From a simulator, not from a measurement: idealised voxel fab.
Process module in this document: voxel self aligned contacts
Shown is cross-section cut, with a width of 205 nm and square cells of size 5 nm.
In this document a cross-section is written as a grid of square cells. It is given as a series of bands, listed from the top down, and a band is one or more rows of cells.
Each band's line starts with the height of the band's top and of its bottom, in nm. Then come its materials from left to right, each with its width in nm. One material with "all across" fills the band from edge to edge. "blank" is empty space.
The reference from which all heights are counted is 0, the level beneath which the as-received wafer is entirely one material; the lowest band, having no lower bound, proceeds downward and is written after the example "z 0 and below".
Width: "30 to 40" (first number = top row, second number = bottom row, same change from row to row of cells).
Basically "no modification" means that step didn't change any cell in the cross-section.
Look at "Enclosed void entries" for the closed voids: empty spaces with no open path to the top, sized 8 cells or up. Each is width x height at distance, distance from the left edge, all nm.
Past the settings on a step's line: simulator remark, on that step.
Regarding "overlay nm": on a step with a mask, it is the distance the mask lay to the right of its planned place; a negative value places it to the left.

[Steps planned for the process]
1: op RECEIVE | material Si
2: op CONFORMAL_DEP | material SiO2 | thk nm 5
3: op DIRECTIONAL_DEP | material polySi | thk nm 25
4: op DIRECTIONAL_DEP | material SiN | thk nm 20
5: op PATTERN | tone cover | mask id GATE | material resist | width nm 25 | pitch nm 50 | thk nm 15 | overlay nm 0
6: op DIRECTIONAL_ETCH | etch materials SiN | depth nm 20
7: op DIRECTIONAL_ETCH | etch materials polySi | depth nm 25
8: op STRIP | etch materials resist
9: op CONFORMAL_DEP | material SiN | thk nm 5
10: op DIRECTIONAL_ETCH | etch materials SiN | depth nm 5
11: op FILL_DEP | material SiO2 | thk nm 20
12: op CMP | height nm 60
13: op DIRECTIONAL_DEP | material aC | thk nm 15
14: op PATTERN | tone open | mask id CONTACT | material resist | width nm 35 | pitch nm 50 | thk nm 30 | overlay nm 0
15: op DIRECTIONAL_ETCH | etch materials aC | depth nm 15
16: op STRIP | etch materials resist
17: op DIRECTIONAL_ETCH | etch materials SiO2 | depth nm 60
18: op STRIP | etch materials aC
19: op CONFORMAL_DEP | material TiN | thk nm 5
20: op FILL_DEP | material W | thk nm 5
21: op CMP | height nm 60
22: op CONFORMAL_DEP | material SiN | thk nm 5

[Cross-section: wafer on arrival = after step 1]
  z 0 and below | Si all across
  Enclosed void entries: none

[first wafer at the end, as planned]
  z 65 to 60 | SiN all across
  z 60 to 50 | SiO2: 60, then TiN: 5 to 15, then W: 25 to 5, then TiN: 5 to 15, then SiO2: 15, then TiN: 5 to 15, then W: 25 to 5, then TiN: 5 to 15, then SiO2: 60
  z 50 to 30 | SiO2: 35, then SiN: 35, then TiN: 5, then W: 5, then TiN: 5, then SiN: 35, then TiN: 5, then W: 5, then TiN: 5, then SiN: 35, then SiO2: 35
  z 30 to 5 | SiO2: 35, then SiN: 5, then polySi: 25, then SiN: 5, then TiN: 5, then W: 5, then TiN: 5, then SiN: 5, then polySi: 25, then SiN: 5, then TiN: 5, then W: 5, then TiN: 5, then SiN: 5, then polySi: 25, then SiN: 5, then SiO2: 35
  z 5 to 0 | SiO2: 70, then TiN: 15, then SiO2: 35, then TiN: 15, then SiO2: 70
  z 0 and below | Si all across
  Enclosed void entries: none

[Wafer two cross-section, module end. Start and plan unchanged from wafer one; one mistake made during the run]
  z 65 to 60 | SiN all across
  z 60 to 30 | SiO2: 25, then SiN: 155, then SiO2: 25
  z 30 to 15 | SiO2: 25, then SiN: 15, then polySi: 25, then SiN: 25, then polySi: 25, then SiN: 25, then polySi: 25, then SiN: 15, then SiO2: 25
  z 15 to 5 | SiN: 40, then polySi: 25, then SiN: 25, then polySi: 25, then SiN: 25, then polySi: 25, then SiN: 40
  z 5 to 0 | SiO2 all across
  z 0 and below | Si all across
  Enclosed void entries: none
The mistake made against the process plan was this: step 9 ran as: op CONFORMAL_DEP | material SiN | thk nm 15
Wafer comparison, final, in cells, second relative to first, materials more or fewer: SiN: 172 more; SiO2: 84 fewer; TiN: 58 fewer; W: 30 fewer
